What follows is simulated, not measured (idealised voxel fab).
process module | voxel capacitor over wiring
cross-section cut | 205 nm wide | cells 5 nm
A cross-section is a grid of square cells, given in bands from the top down. A band is one or more rows of cells.
Each band's line starts with the height of the band's top and of its bottom, in nm. Then come its materials from left to right, each with its width in nm. One material with "throughout" fills the band from edge to edge. "air" is empty space.
Height 0 is the level under which the wafer as received is all one material. The lowest band goes on downwards, as in "0 down".
A width such as "30 to 40" changes by the same amount from each row of cells to the next, from the band's top row to its bottom row.
"no change" after a step means that no cell of the cross-section changed.
closed voids: empty space of 8 cells or more with no open way to the top, each as width x height at its distance from the left edge, in nm
after a step's settings: what the simulator itself notes on the step
overlay nm, on a step with a mask: how far to the right of its planned place the mask lay; to the left if negative
plan
1 op RECEIVE | material Si
2 op CONFORMAL_DEP | material SiO2 | thk nm 15
3 op CONFORMAL_DEP | material SiCN | thk nm 5
4 op DIRECTIONAL_DEP | material lowk | thk nm 25
5 op PATTERN | tone open | mask id METAL_1 | material resist | width nm 30 | pitch nm 80 | thk nm 15 | overlay nm 0
6 op DIRECTIONAL_ETCH | etch materials lowk | depth nm 25
7 op DIRECTIONAL_ETCH | etch materials SiCN | depth nm 5
8 op STRIP | etch materials resist
9 op CONFORMAL_DEP | material TiN | thk nm 5
10 op FILL_DEP | material Cu | thk nm 10
11 op CMP | height nm 45
12 op CONFORMAL_DEP | material SiCN | thk nm 5
13 op DIRECTIONAL_DEP | material SiO2 | thk nm 15
14 op MASKED_ETCH | tone open | mask id PLUG_1 | width nm 15 | etch materials SiO2 | depth nm 15 | overlay nm 0
15 op MASKED_ETCH | tone open | mask id PLUG_1 | width nm 15 | etch materials SiCN | depth nm 5 | overlay nm 0
16 op EPI | material Ru | thk nm 10
17 op EPI | material Ru | thk nm 10
18 op DIRECTIONAL_DEP | material TiN | thk nm 5
19 op DIRECTIONAL_DEP | material SiN | thk nm 5
20 op DIRECTIONAL_DEP | material TiN | thk nm 10
21 op DIRECTIONAL_DEP | material aC | thk nm 10
22 op PATTERN | tone cover | mask id UPPER_PLATE | material resist | width nm 55 | thk nm 25 | overlay nm 0
23 op DIRECTIONAL_ETCH | etch materials aC | depth nm 5
24 op STRIP | etch materials resist
25 op DIRECTIONAL_ETCH | etch materials TiN | depth nm 10
26 op DIRECTIONAL_ETCH | etch materials SiN | depth nm 5
27 op STRIP | etch materials aC
28 op PATTERN | tone cover | mask id LOWER_PLATE | material resist | width nm 65 | thk nm 20 | overlay nm 0
29 op DIRECTIONAL_ETCH | etch materials TiN | depth nm 5
30 op STRIP | etch materials resist
31 op FILL_DEP | material SiO2 | thk nm 15
32 op CMP | height nm 95
33 op PATTERN | tone open | mask id PLUG_2 | material resist | width nm 15 | thk nm 15 | overlay nm 0
34 op DIRECTIONAL_ETCH | etch materials SiO2 | depth nm 10
35 op STRIP | etch materials resist
36 op CONFORMAL_DEP | material TiN | thk nm 5
37 op FILL_DEP | material Cu | thk nm 5
38 op CMP | height nm 95
39 op CONFORMAL_DEP | material SiN | thk nm 5
varied across the wafers: depth nm of step 23. The plan shows the first wafer's value. All wafers start alike
first wafer as received, after step 1
  0 down: Si throughout
  closed voids: none
each wafer at the end: cells of each material gained (+) or lost (-) since it was received, then its closed voids
depth nm 5 | +41 Cu | +12 Ru | +67 SiCN | +82 SiN | +341 SiO2 | +132 TiN | +145 lowk | closed voids: none
depth nm 10 | +41 Cu | +12 Ru | +67 SiCN | +52 SiN | +431 SiO2 | +72 TiN | +145 lowk | closed voids: none
depth nm 15 | +41 Cu | +12 Ru | +67 SiCN | +52 SiN | +431 SiO2 | +72 TiN | +145 lowk | closed voids: none
depth nm 20 | +41 Cu | +12 Ru | +67 SiCN | +52 SiN | +431 SiO2 | +72 TiN | +145 lowk | closed voids: none
depth nm 25 | +41 Cu | +12 Ru | +67 SiCN | +52 SiN | +431 SiO2 | +72 TiN | +145 lowk | closed voids: none
